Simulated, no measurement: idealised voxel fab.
process module | voxel wiring stack
cross-section cut | 270 nm wide | cells 5 nm
A cross-section is a grid of square cells, given in bands from the top down. A band is one or more rows of cells.
Each band's line starts with the height of the band's top and of its bottom, in nm. Then come its materials from left to right, each with its width in nm. One material with "throughout" fills the band from edge to edge. "air" is empty space.
Height 0 is the level under which the wafer as received is all one material. The lowest band goes on downwards, as in "0 down".
A width such as "30 to 40" changes by the same amount from each row of cells to the next, from the band's top row to its bottom row.
"no change" after a step means that no cell of the cross-section changed.
closed voids: empty space of 8 cells or more with no open way to the top, each as width x height at its distance from the left edge, in nm
after a step's settings: what the simulator itself notes on the step
overlay nm, on a step with a mask: how far to the right of its planned place the mask lay; to the left if negative
plan
1 op RECEIVE | material Si
2 op CONFORMAL_DEP | material SiO2 | thk nm 10
3 op CONFORMAL_DEP | material SiCN | thk nm 5
4 op DIRECTIONAL_DEP | material SiO2 | thk nm 20
5 op DIRECTIONAL_DEP | material aC | thk nm 10
6 op PATTERN | tone open | mask id METAL_1 | material resist | width nm 20 | pitch nm 45 | thk nm 30 | overlay nm 0
7 op DIRECTIONAL_ETCH | etch materials aC | depth nm 10
8 op STRIP | etch materials resist
9 op DIRECTIONAL_ETCH | etch materials SiO2 | depth nm 20
10 op DIRECTIONAL_ETCH | etch materials SiCN | depth nm 5
11 op STRIP | etch materials aC
12 op CONFORMAL_DEP | material TiN | thk nm 5
13 op FILL_DEP | material Cu | thk nm 10
14 op CMP | height nm 35
15 op EPI | material Ru | thk nm 5
16 op FILL_DEP | material SiCN | thk nm 5
17 op DIRECTIONAL_DEP | material SiO2 | thk nm 20
18 op PATTERN | tone open | mask id PLUG_1 | material resist | width nm 15 | thk nm 15 | overlay nm 0
19 op DIRECTIONAL_ETCH | etch materials SiO2 | depth nm 20
20 op DIRECTIONAL_ETCH | etch materials SiCN | depth nm 5
21 op STRIP | etch materials resist
22 op CONFORMAL_DEP | material TiN | thk nm 5
23 op FILL_DEP | material Ru | thk nm 5
24 op CMP | height nm 65
25 op DIRECTIONAL_DEP | material TiN | thk nm 5
26 op DIRECTIONAL_DEP | material Ru | thk nm 25
27 op MASKED_ETCH | tone cover | mask id METAL_2 | width nm 20 | pitch nm 45 | etch materials Ru | depth nm 25 | overlay nm 0
28 op MASKED_ETCH | tone cover | mask id METAL_2 | width nm 20 | pitch nm 45 | etch materials TiN | depth nm 5 | overlay nm 0
29 op CONFORMAL_DEP | material SiN | thk nm 5
30 op FILL_DEP | material lowk | thk nm 5
31 op CMP | height nm 95
32 op CONFORMAL_DEP | material SiCN | thk nm 5
33 op DIRECTIONAL_DEP | material SiO2 | thk nm 15
34 op PATTERN | tone open | mask id PLUG_2 | material resist | width nm 15 | pitch nm 45 | thk nm 15 | overlay nm 0
35 op DIRECTIONAL_ETCH | etch materials SiO2 | depth nm 15
36 op DIRECTIONAL_ETCH | etch materials SiCN | depth nm 5
37 op STRIP | etch materials resist
38 op CONFORMAL_DEP | material TiN | thk nm 5
39 op FILL_DEP | material Ru | thk nm 10
40 op CMP | height nm 115
41 op DIRECTIONAL_DEP | material TiN | thk nm 5
42 op DIRECTIONAL_DEP | material Ru | thk nm 15
43 op MASKED_ETCH | tone cover | mask id METAL_3 | width nm 20 | pitch nm 45 | etch materials Ru | depth nm 15 | overlay nm 0
44 op MASKED_ETCH | tone cover | mask id METAL_3 | width nm 20 | pitch nm 45 | etch materials TiN | depth nm 5 | overlay nm 0
45 op CONFORMAL_DEP | material SiCN | thk nm 5
46 op FILL_DEP | material SiO2 | thk nm 10
47 op CMP | height nm 135
48 op CONFORMAL_DEP | material SiCN | thk nm 5
varied across the wafers: width nm of step 18. The plan shows the first wafer's value. All wafers start alike
first wafer as received, after step 1
  0 down: Si throughout
  closed voids: none
each wafer at the end: cells of each material gained (+) or lost (-) since it was received, then its closed voids
width nm 15 | +16 Cu | +86 Ru | +299 SiCN | +66 SiN | +766 SiO2 | +69 TiN | +210 lowk | closed voids: none
width nm 20 | +16 Cu | +90 Ru | +298 SiCN | +66 SiN | +762 SiO2 | +70 TiN | +210 lowk | closed voids: none
width nm 25 | +16 Cu | +94 Ru | +297 SiCN | +66 SiN | +758 SiO2 | +71 TiN | +210 lowk | closed voids: none
width nm 30 | +16 Cu | +98 Ru | +296 SiCN | +66 SiN | +754 SiO2 | +72 TiN | +210 lowk | closed voids: none
